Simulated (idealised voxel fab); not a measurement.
Process module heading - voxel transistor to metal
Section shown: cut. Width: 285 nm. Cell size: 5 nm, square.
Throughout this document, each cross-section is represented as a grid of square cells and is presented as a sequence of bands enumerated from the top downward, where a band comprises one or more rows of cells. Band: top and bottom heights (nm) first, top before bottom; then materials from left to right, widths in nm. "everywhere" marks a sole material filling the band edge to edge. "empty" denotes empty space. Beneath 0, the wafer as received is one material, and that level is where height counting begins. The lowest band goes on downward without a bottom; it is written like "0 nm and below". With a width like "30..40", each row of cells in the band differs from the next by the same amount, the top row carrying the first number and the bottom row the second. Where a step carries "nothing was modified", the cross-section came out of it unchanged, cell for cell. "Closed empty spaces": empty spaces of 8 cells or more with no open way to the top, each given as width x height at distance, distance from the left edge, all in nm. Where a step's line continues beyond its settings, the continuation is a remark by the simulator itself on that step. overlay nm: how far to the right of its planned place the mask lay on this masked step (negative: to the left).

Steps in the process plan:
1) op RECEIVE | material Si
2) op CONFORMAL_DEP | material SiO2 | thk nm 5
3) op CONFORMAL_DEP | material SiN | thk nm 10
4) op DIRECTIONAL_DEP | material aC | thk nm 10
5) op PATTERN | tone cover | mask id ACTIVE | material resist | width nm 90 | pitch nm 115 | thk nm 25 | overlay nm 0
6) op DIRECTIONAL_ETCH | etch materials aC | depth nm 10
7) op STRIP | etch materials resist
8) op DIRECTIONAL_ETCH | etch materials SiN | depth nm 10
9) op DIRECTIONAL_ETCH | etch materials SiO2 | depth nm 5
10) op DIRECTIONAL_ETCH | etch materials Si | depth nm 25
11) op STRIP | etch materials aC
12) op FILL_DEP | material SiO2 | thk nm 10
13) op CMP | height nm 15
14) op SELECTIVE_ETCH | etch materials SiO2 | depth nm 10
15) op STRIP | etch materials SiN
16) op SELECTIVE_ETCH | etch materials SiO2 | depth nm 5
17) op OXIDIZE | depth nm 5
18) op DIRECTIONAL_DEP | material polySi | thk nm 30
19) op DIRECTIONAL_DEP | material SiCN | thk nm 15
20) op PATTERN | tone cover | mask id GATE | material resist | width nm 20 | pitch nm 115 | thk nm 20 | overlay nm 0
21) op DIRECTIONAL_ETCH | etch materials SiCN | depth nm 25
22) op DIRECTIONAL_ETCH | etch materials polySi | depth nm 40
23) op STRIP | etch materials resist
24) op CONFORMAL_DEP | material SiO2 | thk nm 5
25) op DIRECTIONAL_ETCH | etch materials SiO2 | depth nm 5
26) op CONFORMAL_DEP | material SiN | thk nm 5
27) op DIRECTIONAL_ETCH | etch materials SiN | depth nm 5
28) op DIRECTIONAL_ETCH | etch materials SiO2 | depth nm 5
29) op DIRECTIONAL_ETCH | etch materials Si | depth nm 10
30) op EPI | material SiGe | thk nm 15
31) op FILL_DEP | material SiO2 | thk nm 5
32) op CMP | height nm 45
33) op DIRECTIONAL_DEP | material SiO2 | thk nm 15
34) op PATTERN | tone open | mask id CONTACT | material resist | width nm 15 | thk nm 20 | overlay nm 0
35) op DIRECTIONAL_ETCH | etch materials SiO2 | depth nm 60
36) op STRIP | etch materials resist
37) op CONFORMAL_DEP | material TiN | thk nm 5
38) op FILL_DEP | material Ru | thk nm 10
39) op CMP | height nm 60
40) op CONFORMAL_DEP | material SiCN | thk nm 5
41) op DIRECTIONAL_DEP | material lowk | thk nm 15
42) op PATTERN | tone open | mask id METAL_1 | material resist | width nm 15 | thk nm 15 | overlay nm 0
43) op DIRECTIONAL_ETCH | etch materials lowk | depth nm 15
44) op DIRECTIONAL_ETCH | etch materials SiCN | depth nm 5
45) op STRIP | etch materials resist
46) op CONFORMAL_DEP | material TiN | thk nm 5
47) op FILL_DEP | material W | thk nm 5
48) op CMP | height nm 80
49) op CONFORMAL_DEP | material SiCN | thk nm 5
50) op DIRECTIONAL_DEP | material lowk | thk nm 30
51) op DIRECTIONAL_DEP | material aC | thk nm 15
52) op PATTERN | tone open | mask id METAL_2 | material resist | width nm 15 | pitch nm 115 | thk nm 30 | overlay nm 0
53) op DIRECTIONAL_ETCH | etch materials aC | depth nm 15
54) op STRIP | etch materials resist
55) op DIRECTIONAL_ETCH | etch materials lowk | depth nm 20
56) op STRIP | etch materials aC
57) op PATTERN | tone open | mask id METAL_2_HOLES | material resist | width nm 15 | pitch nm 115 | thk nm 20 | overlay nm 0
58) op DIRECTIONAL_ETCH | etch materials lowk | depth nm 10
59) op DIRECTIONAL_ETCH | etch materials SiCN | depth nm 5
60) op STRIP | etch materials resist
61) op CONFORMAL_DEP | material TiN | thk nm 5
62) op FILL_DEP | material Cu | thk nm 5
63) op CMP | height nm 115
64) op CONFORMAL_DEP | material SiN | thk nm 5

As-received state of the wafer in cross-section, equivalent to post-step 1:
  0 nm and below: Si everywhere
  Closed empty spaces: none

What the wafer looks like in cross-section after this module, when it starts as shown above and follows the plan above but one mistake is made in running it:
  120 nm to 115 nm: SiN everywhere
  115 nm to 85 nm: lowk=45 / TiN=5 / Cu=5 / TiN=5 / lowk=100 / TiN=5 / Cu=5 / TiN=5 / lowk=110
  85 nm to 80 nm: SiCN=45 / TiN=15 / SiCN=100 / TiN=15 / SiCN=110
  80 nm to 65 nm: lowk=45 / TiN=5 / W=5 / TiN=5 / lowk=50 / TiN=5 / W=5 / TiN=5 / lowk=35 / TiN=5 / W=5 / TiN=5 / lowk=50 / TiN=5 / W=5 / TiN=5 / lowk=45
  65 nm to 60 nm: SiCN=45 / TiN=15 / SiCN=50 / TiN=15 / SiCN=35 / TiN=15 / SiCN=50 / TiN=15 / SiCN=45
  60 nm to 45 nm: SiO2=45 / TiN=5 / Ru=5 / TiN=5 / SiO2=50 / TiN=5 / Ru=5 / TiN=5 / SiO2=35 / TiN=5 / Ru=5 / TiN=5 / SiO2=50 / TiN=5 / Ru=5 / TiN=5 / SiO2=45
  45 nm to 35 nm: SiO2=45 / TiN=5 / Ru=5 / TiN=5 / SiO2=10 / SiN=5 / SiCN=20 / SiN=5 / SiO2=10 / TiN=5 / Ru=5 / TiN=5 / SiO2=35 / TiN=5 / Ru=5 / TiN=5 / SiO2=10 / SiN=5 / SiCN=20 / SiN=5 / SiO2=10 / TiN=5 / Ru=5 / TiN=5 / SiO2=45
  35 nm to 30 nm: SiO2=45 / TiN=5 / Ru=5 / TiN=5 / SiO2=5 / SiN=5 / SiO2=5 / SiCN=20 / SiO2=5 / SiN=5 / SiO2=5 / TiN=5 / Ru=5 / TiN=5 / SiO2=35 / TiN=5 / Ru=5 / TiN=5 / SiO2=5 / SiN=5 / SiO2=5 / SiCN=20 / SiO2=5 / SiN=5 / SiO2=5 / TiN=5 / Ru=5 / TiN=5 / SiO2=45
  30 nm to 15 nm: SiO2=45 / TiN=5 / Ru=5 / TiN=5 / SiO2=5 / SiN=5 / SiO2=5 / polySi=20 / SiO2=5 / SiN=5 / SiO2=5 / TiN=5 / Ru=5 / TiN=5 / SiO2=35 / TiN=5 / Ru=5 / TiN=5 / SiO2=5 / SiN=5 / SiO2=5 / polySi=20 / SiO2=5 / SiN=5 / SiO2=5 / TiN=5 / Ru=5 / TiN=5 / SiO2=45
  15 nm to 10 nm: SiO2=45 / TiN=15 / SiO2=5 / SiN=5 / SiO2=5 / polySi=20 / SiO2=5 / SiN=5 / SiO2=5 / TiN=15 / SiO2=35 / TiN=15 / SiO2=5 / SiN=5 / SiO2=5 / polySi=20 / SiO2=5 / SiN=5 / SiO2=5 / TiN=15 / SiO2=45
  10 nm to 0 nm: SiO2=45 / TiN=5 / SiGe=15 / SiN=5 / SiO2=5 / polySi=20 / SiO2=5 / SiN=5 / SiGe=15 / TiN=5 / SiO2=35 / TiN=5 / SiGe=15 / SiN=5 / SiO2=5 / polySi=20 / SiO2=5 / SiN=5 / SiGe=15 / TiN=5 / SiO2=45
  0 nm to -5 nm: SiO2=35 / SiGe=30 / SiN=5 / SiO2=30 / SiN=5 / SiGe=30 / SiO2=15 / SiGe=30 / SiN=5 / SiO2=30 / SiN=5 / SiGe=30 / SiO2=35
  -5 nm to -10 nm: SiO2=35 / SiN=5 / SiGe=25 / Si=40 / SiGe=25 / SiN=5 / SiO2=15 / SiN=5 / SiGe=25 / Si=40 / SiGe=25 / SiN=5 / SiO2=35
  -10 nm to -15 nm: SiO2=40 / SiGe=25 / Si=40 / SiGe=25 / SiO2=25 / SiGe=25 / Si=40 / SiGe=25 / SiO2=40
  -15 nm to -25 nm: SiO2=40 / Si=90 / SiO2=25 / Si=90 / SiO2=40
  -25 nm and below: Si everywhere
  Closed empty spaces: none
Heads up, the wafer didn't run the way we planned it: the process deviated at step 25: the operation and settings actually run there were op DIRECTIONAL_ETCH | etch materials SiO2 | depth nm 15
